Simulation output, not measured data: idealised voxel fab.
process module | voxel capacitor over wiring
cross-section cut | 255 nm wide | cells 5 nm
A cross-section is a grid of square cells, given in bands from the top down. A band is one or more rows of cells.
Each band's line starts with the height of the band's top and of its bottom, in nm. Then come its materials from left to right, each with its width in nm. One material with "throughout" fills the band from edge to edge. "air" is empty space.
Height 0 is the level under which the wafer as received is all one material. The lowest band goes on downwards, as in "0 down".
A width such as "30 to 40" changes by the same amount from each row of cells to the next, from the band's top row to its bottom row.
"no change" after a step means that no cell of the cross-section changed.
closed voids: empty space of 8 cells or more with no open way to the top, each as width x height at its distance from the left edge, in nm
after a step's settings: what the simulator itself notes on the step
overlay nm, on a step with a mask: how far to the right of its planned place the mask lay; to the left if negative
plan
1 op RECEIVE | material Si
2 op CONFORMAL_DEP | material SiO2 | thk nm 10
3 op CONFORMAL_DEP | material SiN | thk nm 5
4 op DIRECTIONAL_DEP | material SiO2 | thk nm 20
5 op PATTERN | tone open | mask id METAL_1 | material resist | width nm 30 | pitch nm 80 | thk nm 15 | overlay nm 0
6 op DIRECTIONAL_ETCH | etch materials SiO2 | depth nm 20
7 op DIRECTIONAL_ETCH | etch materials SiN | depth nm 5
8 op STRIP | etch materials resist
9 op CONFORMAL_DEP | material TiN | thk nm 5
10 op FILL_DEP | material Ru | thk nm 5
11 op CMP | height nm 35
12 op EPI | material Ru | thk nm 5
13 op FILL_DEP | material SiCN | thk nm 5
14 op DIRECTIONAL_DEP | material lowk | thk nm 10
15 op PATTERN | tone open | mask id PLUG_1 | material resist | width nm 15 | thk nm 15 | overlay nm 0
16 op DIRECTIONAL_ETCH | etch materials lowk | depth nm 10
17 op DIRECTIONAL_ETCH | etch materials SiCN | depth nm 5
18 op STRIP | etch materials resist
19 op EPI | material Ru | thk nm 10
20 op EPI | material Ru | thk nm 5
21 op DIRECTIONAL_DEP | material TiN | thk nm 5
22 op DIRECTIONAL_DEP | material SiN | thk nm 5
23 op DIRECTIONAL_DEP | material TiN | thk nm 10
24 op DIRECTIONAL_DEP | material aC | thk nm 10
25 op PATTERN | tone cover | mask id UPPER_PLATE | material resist | width nm 55 | thk nm 25 | overlay nm 0
26 op DIRECTIONAL_ETCH | etch materials aC | depth nm 10
27 op STRIP | etch materials resist
28 op DIRECTIONAL_ETCH | etch materials TiN | depth nm 10
29 op DIRECTIONAL_ETCH | etch materials SiN | depth nm 5
30 op STRIP | etch materials aC
31 op PATTERN | tone cover | mask id LOWER_PLATE | material resist | width nm 65 | thk nm 20 | overlay nm 0
32 op DIRECTIONAL_ETCH | etch materials TiN | depth nm 5
33 op STRIP | etch materials resist
34 op FILL_DEP | material SiO2 | thk nm 15
35 op CMP | height nm 85
36 op DIRECTIONAL_DEP | material aC | thk nm 10
37 op PATTERN | tone open | mask id PLUG_2 | material resist | width nm 15 | thk nm 30 | overlay nm 0
38 op DIRECTIONAL_ETCH | etch materials aC | depth nm 10
39 op STRIP | etch materials resist
40 op DIRECTIONAL_ETCH | etch materials SiO2 | depth nm 10
41 op STRIP | etch materials aC
42 op CONFORMAL_DEP | material TiN | thk nm 5
43 op FILL_DEP | material Ru | thk nm 5
44 op CMP | height nm 85
45 op CONFORMAL_DEP | material SiN | thk nm 5
as received, after step 1
  0 down: Si throughout
  closed voids: none
first wafer at the end, as planned
  90 to 85: SiN throughout
  85 to 80: SiO2 95 | TiN 5 | Ru 5 | TiN 5 | SiO2 145
  80 to 75: SiO2 95 | TiN 15 | SiO2 145
  75 to 65: SiO2 85 | TiN 55 | SiO2 115
  65 to 60: SiO2 85 | SiN 55 | SiO2 115
  60 to 55: SiO2 80 | TiN 65 | SiO2 110
  55 to 45: lowk 85 | Ru 15 | lowk 155
  45 to 40: SiCN 85 | Ru 15 | SiCN 155
  40 to 35: SiCN 65 | Ru 40 | SiCN 40 | Ru 40 | SiCN 70
  35 to 15: SiO2 70 | TiN 5 | Ru 20 | TiN 5 | SiO2 50 | TiN 5 | Ru 20 | TiN 5 | SiO2 75
  15 to 10: SiN 70 | TiN 30 | SiN 50 | TiN 30 | SiN 75
  10 to 0: SiO2 throughout
  0 down: Si throughout
  closed voids: none
second wafer at the end: like start, like plan, one mistake
  90 to 85: SiN throughout
  85 to 80: SiO2 95 | TiN 15 | SiO2 145
  80 to 75: SiO2 85 | TiN 5 | SiO2 5 | TiN 45 | SiO2 115
  75 to 70: SiO2 85 | TiN 55 | SiO2 115
  70 to 65: SiO2 85 | SiN 5 | TiN 5 | SiN 45 | SiO2 115
  65 to 60: Ru 90 | SiN 5 | Ru 160
  60 to 55: TiN 85 | Ru 15 | TiN 155
  55 to 50: lowk 85 | TiN 15 | lowk 155
  50 to 45: lowk 85 | Ru 15 | lowk 155
  45 to 40: SiCN 85 | Ru 15 | SiCN 155
  40 to 35: SiCN 65 | Ru 40 | SiCN 40 | Ru 40 | SiCN 70
  35 to 15: SiO2 70 | TiN 5 | Ru 20 | TiN 5 | SiO2 50 | TiN 5 | Ru 20 | TiN 5 | SiO2 75
  15 to 10: SiN 70 | TiN 30 | SiN 50 | TiN 30 | SiN 75
  10 to 0: SiO2 throughout
  0 down: Si throughout
  closed voids: none
what went wrong: steps 20 and 21 were swapped
at the end the second wafer has, in cells: 49 more of Ru | 85 fewer of SiO2 | 36 more of TiN
